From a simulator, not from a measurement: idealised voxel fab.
The following process module bears the name voxel self aligned vias.
Cross-sectional view cut (width: 215 nm; square cell size: 5 nm).
A cross-section is written here as square cells arranged in a grid, and it is given in bands from the top down, each band taking up one or more rows of cells.
Heights first: top, then bottom, in nm. Then materials, left to right, each with a width in nm. "full width" on a single material: fills the band edge to edge. "blank": empty space.
Zero point of the height axis is 0; under it, received wafer = one material. Lowest band: continues down indefinitely, "from 0 down".
A width such as "30 to 40" changes by the same amount from each row of cells to the next, from the band's top row to its bottom row.
The designation "no change occurred", where it is given for a processing step, indicates that no cell of the cross-section was altered in the course of that step.
Closed void roster: empty space of 8 cells or more with no open way to the top, each as width x height at its distance from the left edge, in nm
Formally, on a step line, whatever follows the settings is a remark that the simulator itself makes on the step.
If you see "overlay nm" on a step's line and that step has a mask, it's telling you how far right of where it was planned the mask ended up; a negative number means it went left instead.

Steps planned for the process
1: op RECEIVE | material Si
2: op CONFORMAL_DEP | material SiO2 | thk nm 15
3: op CONFORMAL_DEP | material SiCN | thk nm 5
4: op DIRECTIONAL_DEP | material SiO2 | thk nm 30
5: op DIRECTIONAL_DEP | material aC | thk nm 15
6: op PATTERN | tone open | mask id LINES | material resist | width nm 25 | pitch nm 65 | thk nm 30 | overlay nm 0
7: op DIRECTIONAL_ETCH | etch materials aC | depth nm 15
8: op STRIP | etch materials resist
9: op DIRECTIONAL_ETCH | etch materials SiO2 | depth nm 30
10: op STRIP | etch materials aC
11: op CONFORMAL_DEP | material TiN | thk nm 5
12: op FILL_DEP | material Ru | thk nm 5
13: op CMP | height nm 50
14: op SELECTIVE_ETCH | etch materials W Ru TiN | depth nm 5
15: op FILL_DEP | material SiN | thk nm 10
16: op CMP | height nm 50
17: op DIRECTIONAL_DEP | material SiO2 | thk nm 20
18: op PATTERN | tone open | mask id VIAS | material resist | width nm 35 | pitch nm 65 | thk nm 15 | overlay nm 0
19: op DIRECTIONAL_ETCH | etch materials SiO2 | depth nm 20
20: op DIRECTIONAL_ETCH | etch materials SiN | depth nm 5
21: op STRIP | etch materials resist
22: op CONFORMAL_DEP | material TiN | thk nm 5
23: op FILL_DEP | material W | thk nm 10
24: op CMP | height nm 70
25: op CONFORMAL_DEP | material SiCN | thk nm 5

The first of a set of two wafers, run to plan

Here's what the wafer looked like in cross-section when it arrived - that's after step 1
- from 0 down  Si full width
- Closed void roster: none

Once step 2 is through, the wafer looks like this in cross-section
- from 15 to 0  SiO2 full width
- Below a height of 0, the structure has not been altered.

Once step 3 is through, the wafer looks like this in cross-section
- from 20 to 15  SiCN full width
- Below a height of 15, the structure has not been altered.

Once step 4 is through, the wafer looks like this in cross-section
- from 50 to 20  SiO2 full width
- Below a height of 20, the structure has not been altered.

Once step 5 is through, the wafer looks like this in cross-section
- from 65 to 50  aC full width
- Below a height of 50, the structure has not been altered.

Once step 6 is through, the wafer looks like this in cross-section
- from 95 to 65  resist=30 / blank=25 / resist=40 / blank=25 / resist=40 / blank=25 / resist=30
- Below a height of 65, the structure has not been altered.

Once step 7 is through, the wafer looks like this in cross-section
- from 80 to 65  resist=30 / blank=25 / resist=40 / blank=25 / resist=40 / blank=25 / resist=30
- from 65 to 50  aC=30 / blank=25 / aC=40 / blank=25 / aC=40 / blank=25 / aC=30
- Below a height of 50, the structure has not been altered.

Once step 8 is through, the wafer looks like this in cross-section
- from 65 to 50  aC=30 / blank=25 / aC=40 / blank=25 / aC=40 / blank=25 / aC=30
- Below a height of 50, the structure has not been altered.

Once step 9 is through, the wafer looks like this in cross-section
- from 65 to 50  aC=30 / blank=25 / aC=40 / blank=25 / aC=40 / blank=25 / aC=30
- from 50 to 20  SiO2=30 / blank=25 / SiO2=40 / blank=25 / SiO2=40 / blank=25 / SiO2=30
- Below a height of 20, the structure has not been altered.

Once step 10 is through, the wafer looks like this in cross-section
- from 50 to 20  SiO2=30 / blank=25 / SiO2=40 / blank=25 / SiO2=40 / blank=25 / SiO2=30
- Below a height of 20, the structure has not been altered.

Once step 11 is through, the wafer looks like this in cross-section
- from 55 to 50  TiN=35 / blank=15 / TiN=50 / blank=15 / TiN=50 / blank=15 / TiN=35
- from 50 to 25  SiO2=30 / TiN=5 / blank=15 / TiN=5 / SiO2=40 / TiN=5 / blank=15 / TiN=5 / SiO2=40 / TiN=5 / blank=15 / TiN=5 / SiO2=30
- from 25 to 20  SiO2=30 / TiN=25 / SiO2=40 / TiN=25 / SiO2=40 / TiN=25 / SiO2=30
- Below a height of 20, the structure has not been altered.

Once step 12 is through, the wafer looks like this in cross-section
- from 60 to 55  Ru full width
- from 55 to 50  TiN=35 / Ru=15 / TiN=50 / Ru=15 / TiN=50 / Ru=15 / TiN=35
- from 50 to 25  SiO2=30 / TiN=5 / Ru=15 / TiN=5 / SiO2=40 / TiN=5 / Ru=15 / TiN=5 / SiO2=40 / TiN=5 / Ru=15 / TiN=5 / SiO2=30
- Below a height of 25, the structure has not been altered.

Once step 13 is through, the wafer looks like this in cross-section
- from 50 to 25  SiO2=30 / TiN=5 / Ru=15 / TiN=5 / SiO2=40 / TiN=5 / Ru=15 / TiN=5 / SiO2=40 / TiN=5 / Ru=15 / TiN=5 / SiO2=30
- Below a height of 25, the structure has not been altered.

Once step 14 is through, the wafer looks like this in cross-section
- from 50 to 45  SiO2=30 / blank=25 / SiO2=40 / blank=25 / SiO2=40 / blank=25 / SiO2=30
- Below a height of 45, the structure has not been altered.

Once step 15 is through, the wafer looks like this in cross-section
- from 60 to 50  SiN full width
- from 50 to 45  SiO2=30 / SiN=25 / SiO2=40 / SiN=25 / SiO2=40 / SiN=25 / SiO2=30
- Below a height of 45, the structure has not been altered.

Once step 16 is through, the wafer looks like this in cross-section
- from 50 to 45  SiO2=30 / SiN=25 / SiO2=40 / SiN=25 / SiO2=40 / SiN=25 / SiO2=30
- Below a height of 45, the structure has not been altered.

Once step 17 is through, the wafer looks like this in cross-section
- from 70 to 50  SiO2 full width
- Below a height of 50, the structure has not been altered.

Once step 18 is through, the wafer looks like this in cross-section
- from 85 to 70  resist=25 / blank=35 / resist=30 / blank=35 / resist=30 / blank=35 / resist=25
- Below a height of 70, the structure has not been altered.

Once step 19 is through, the wafer looks like this in cross-section
- from 85 to 70  resist=25 / blank=35 / resist=30 / blank=35 / resist=30 / blank=35 / resist=25
- from 70 to 50  SiO2=25 / blank=35 / SiO2=30 / blank=35 / SiO2=30 / blank=35 / SiO2=25
- Below a height of 50, the structure has not been altered.

Once step 20 is through, the wafer looks like this in cross-section
- from 85 to 70  resist=25 / blank=35 / resist=30 / blank=35 / resist=30 / blank=35 / resist=25
- from 70 to 50  SiO2=25 / blank=35 / SiO2=30 / blank=35 / SiO2=30 / blank=35 / SiO2=25
- from 50 to 45  SiO2=30 / blank=25 / SiO2=40 / blank=25 / SiO2=40 / blank=25 / SiO2=30
- Below a height of 45, the structure has not been altered.

Once step 21 is through, the wafer looks like this in cross-section
- from 70 to 50  SiO2=25 / blank=35 / SiO2=30 / blank=35 / SiO2=30 / blank=35 / SiO2=25
- Below a height of 50, the structure has not been altered.

Once step 22 is through, the wafer looks like this in cross-section
- from 75 to 70  TiN=30 / blank=25 / TiN=40 / blank=25 / TiN=40 / blank=25 / TiN=30
- from 70 to 55  SiO2=25 / TiN=5 / blank=25 / TiN=5 / SiO2=30 / TiN=5 / blank=25 / TiN=5 / SiO2=30 / TiN=5 / blank=25 / TiN=5 / SiO2=25
- from 55 to 50  SiO2=25 / TiN=10 / blank=15 / TiN=10 / SiO2=30 / TiN=10 / blank=15 / TiN=10 / SiO2=30 / TiN=10 / blank=15 / TiN=10 / SiO2=25
- from 50 to 45  SiO2=30 / TiN=25 / SiO2=40 / TiN=25 / SiO2=40 / TiN=25 / SiO2=30
- Below a height of 45, the structure has not been altered.

Once step 23 is through, the wafer looks like this in cross-section
- from 85 to 75  W full width
- from 75 to 70  TiN=30 / W=25 / TiN=40 / W=25 / TiN=40 / W=25 / TiN=30
- from 70 to 55  SiO2=25 / TiN=5 / W=25 / TiN=5 / SiO2=30 / TiN=5 / W=25 / TiN=5 / SiO2=30 / TiN=5 / W=25 / TiN=5 / SiO2=25
- from 55 to 50  SiO2=25 / TiN=10 / W=15 / TiN=10 / SiO2=30 / TiN=10 / W=15 / TiN=10 / SiO2=30 / TiN=10 / W=15 / TiN=10 / SiO2=25
- Below a height of 50, the structure has not been altered.

Once step 24 is through, the wafer looks like this in cross-section
- from 70 to 55  SiO2=25 / TiN=5 / W=25 / TiN=5 / SiO2=30 / TiN=5 / W=25 / TiN=5 / SiO2=30 / TiN=5 / W=25 / TiN=5 / SiO2=25
- Below a height of 55, the structure has not been altered.

Once step 25 is through, the wafer looks like this in cross-section
- from 75 to 70  SiCN full width
- Below a height of 70, the structure has not been altered.

Here the second wafer is described. Its start and its plan were those of the first wafer. Its run contained one mistake. Up to and including step 1, it did exactly what the first wafer did

Second wafer profile in section, at the moment step 2 of the plan was meant to be complete
- from 15 to 0  aC full width
- Below a height of 0, the structure has not been altered.

Second wafer profile in section, at the moment step 3 of the plan was meant to be complete
- from 20 to 15  SiCN full width
- Below a height of 15, the structure has not been altered.

Second wafer profile in section, at the moment step 4 of the plan was meant to be complete
- from 50 to 20  SiO2 full width
- Below a height of 20, the structure has not been altered.

Second wafer profile in section, at the moment step 5 of the plan was meant to be complete
- from 65 to 50  aC full width
- Below a height of 50, the structure has not been altered.

Second wafer profile in section, at the moment step 6 of the plan was meant to be complete
- from 95 to 65  resist=30 / blank=25 / resist=40 / blank=25 / resist=40 / blank=25 / resist=30
- Below a height of 65, the structure has not been altered.

Second wafer profile in section, at the moment step 7 of the plan was meant to be complete
- from 80 to 65  resist=30 / blank=25 / resist=40 / blank=25 / resist=40 / blank=25 / resist=30
- from 65 to 50  aC=30 / blank=25 / aC=40 / blank=25 / aC=40 / blank=25 / aC=30
- Below a height of 50, the structure has not been altered.

Second wafer profile in section, at the moment step 8 of the plan was meant to be complete
- from 65 to 50  aC=30 / blank=25 / aC=40 / blank=25 / aC=40 / blank=25 / aC=30
- Below a height of 50, the structure has not been altered.

Second wafer profile in section, at the moment step 9 of the plan was meant to be complete
- from 65 to 50  aC=30 / blank=25 / aC=40 / blank=25 / aC=40 / blank=25 / aC=30
- from 50 to 20  SiO2=30 / blank=25 / SiO2=40 / blank=25 / SiO2=40 / blank=25 / SiO2=30
- Below a height of 20, the structure has not been altered.

Second wafer profile in section, at the moment step 10 of the plan was meant to be complete
- from 50 to 20  SiO2=30 / blank=25 / SiO2=40 / blank=25 / SiO2=40 / blank=25 / SiO2=30
- Below a height of 20, the structure has not been altered.

Second wafer profile in section, at the moment step 11 of the plan was meant to be complete
- from 55 to 50  TiN=35 / blank=15 / TiN=50 / blank=15 / TiN=50 / blank=15 / TiN=35
- from 50 to 25  SiO2=30 / TiN=5 / blank=15 / TiN=5 / SiO2=40 / TiN=5 / blank=15 / TiN=5 / SiO2=40 / TiN=5 / blank=15 / TiN=5 / SiO2=30
- from 25 to 20  SiO2=30 / TiN=25 / SiO2=40 / TiN=25 / SiO2=40 / TiN=25 / SiO2=30
- Below a height of 20, the structure has not been altered.

Second wafer profile in section, at the moment step 12 of the plan was meant to be complete
- from 60 to 55  Ru full width
- from 55 to 50  TiN=35 / Ru=15 / TiN=50 / Ru=15 / TiN=50 / Ru=15 / TiN=35
- from 50 to 25  SiO2=30 / TiN=5 / Ru=15 / TiN=5 / SiO2=40 / TiN=5 / Ru=15 / TiN=5 / SiO2=40 / TiN=5 / Ru=15 / TiN=5 / SiO2=30
- Below a height of 25, the structure has not been altered.

Second wafer profile in section, at the moment step 13 of the plan was meant to be complete
- from 50 to 25  SiO2=30 / TiN=5 / Ru=15 / TiN=5 / SiO2=40 / TiN=5 / Ru=15 / TiN=5 / SiO2=40 / TiN=5 / Ru=15 / TiN=5 / SiO2=30
- Below a height of 25, the structure has not been altered.

Second wafer profile in section, at the moment step 14 of the plan was meant to be complete
- from 50 to 45  SiO2=30 / blank=25 / SiO2=40 / blank=25 / SiO2=40 / blank=25 / SiO2=30
- Below a height of 45, the structure has not been altered.

Second wafer profile in section, at the moment step 15 of the plan was meant to be complete
- from 60 to 50  SiN full width
- from 50 to 45  SiO2=30 / SiN=25 / SiO2=40 / SiN=25 / SiO2=40 / SiN=25 / SiO2=30
- Below a height of 45, the structure has not been altered.

Second wafer profile in section, at the moment step 16 of the plan was meant to be complete
- from 50 to 45  SiO2=30 / SiN=25 / SiO2=40 / SiN=25 / SiO2=40 / SiN=25 / SiO2=30
- Below a height of 45, the structure has not been altered.

Second wafer profile in section, at the moment step 17 of the plan was meant to be complete
- from 70 to 50  SiO2 full width
- Below a height of 50, the structure has not been altered.

Second wafer profile in section, at the moment step 18 of the plan was meant to be complete
- from 85 to 70  resist=25 / blank=35 / resist=30 / blank=35 / resist=30 / blank=35 / resist=25
- Below a height of 70, the structure has not been altered.

Second wafer profile in section, at the moment step 19 of the plan was meant to be complete
- from 85 to 70  resist=25 / blank=35 / resist=30 / blank=35 / resist=30 / blank=35 / resist=25
- from 70 to 50  SiO2=25 / blank=35 / SiO2=30 / blank=35 / SiO2=30 / blank=35 / SiO2=25
- Below a height of 50, the structure has not been altered.

Second wafer profile in section, at the moment step 20 of the plan was meant to be complete
- from 85 to 70  resist=25 / blank=35 / resist=30 / blank=35 / resist=30 / blank=35 / resist=25
- from 70 to 50  SiO2=25 / blank=35 / SiO2=30 / blank=35 / SiO2=30 / blank=35 / SiO2=25
- from 50 to 45  SiO2=30 / blank=25 / SiO2=40 / blank=25 / SiO2=40 / blank=25 / SiO2=30
- Below a height of 45, the structure has not been altered.

Second wafer profile in section, at the moment step 21 of the plan was meant to be complete
- from 70 to 50  SiO2=25 / blank=35 / SiO2=30 / blank=35 / SiO2=30 / blank=35 / SiO2=25
- Below a height of 50, the structure has not been altered.

Second wafer profile in section, at the moment step 22 of the plan was meant to be complete
- from 75 to 70  TiN=30 / blank=25 / TiN=40 / blank=25 / TiN=40 / blank=25 / TiN=30
- from 70 to 55  SiO2=25 / TiN=5 / blank=25 / TiN=5 / SiO2=30 / TiN=5 / blank=25 / TiN=5 / SiO2=30 / TiN=5 / blank=25 / TiN=5 / SiO2=25
- from 55 to 50  SiO2=25 / TiN=10 / blank=15 / TiN=10 / SiO2=30 / TiN=10 / blank=15 / TiN=10 / SiO2=30 / TiN=10 / blank=15 / TiN=10 / SiO2=25
- from 50 to 45  SiO2=30 / TiN=25 / SiO2=40 / TiN=25 / SiO2=40 / TiN=25 / SiO2=30
- Below a height of 45, the structure has not been altered.

Second wafer profile in section, at the moment step 23 of the plan was meant to be complete
- from 85 to 75  W full width
- from 75 to 70  TiN=30 / W=25 / TiN=40 / W=25 / TiN=40 / W=25 / TiN=30
- from 70 to 55  SiO2=25 / TiN=5 / W=25 / TiN=5 / SiO2=30 / TiN=5 / W=25 / TiN=5 / SiO2=30 / TiN=5 / W=25 / TiN=5 / SiO2=25
- from 55 to 50  SiO2=25 / TiN=10 / W=15 / TiN=10 / SiO2=30 / TiN=10 / W=15 / TiN=10 / SiO2=30 / TiN=10 / W=15 / TiN=10 / SiO2=25
- Below a height of 50, the structure has not been altered.

Second wafer profile in section, at the moment step 24 of the plan was meant to be complete
- from 70 to 55  SiO2=25 / TiN=5 / W=25 / TiN=5 / SiO2=30 / TiN=5 / W=25 / TiN=5 / SiO2=30 / TiN=5 / W=25 / TiN=5 / SiO2=25
- Below a height of 55, the structure has not been altered.

Second wafer profile in section, at the moment step 25 of the plan was meant to be complete
- from 75 to 70  SiCN full width
- Below a height of 70, the structure has not been altered.
Where did the run depart from the plan? step 2 ran as: op CONFORMAL_DEP | material aC | thk nm 15
at the end the second wafer has, in cells: -129 SiO2 | +129 aC
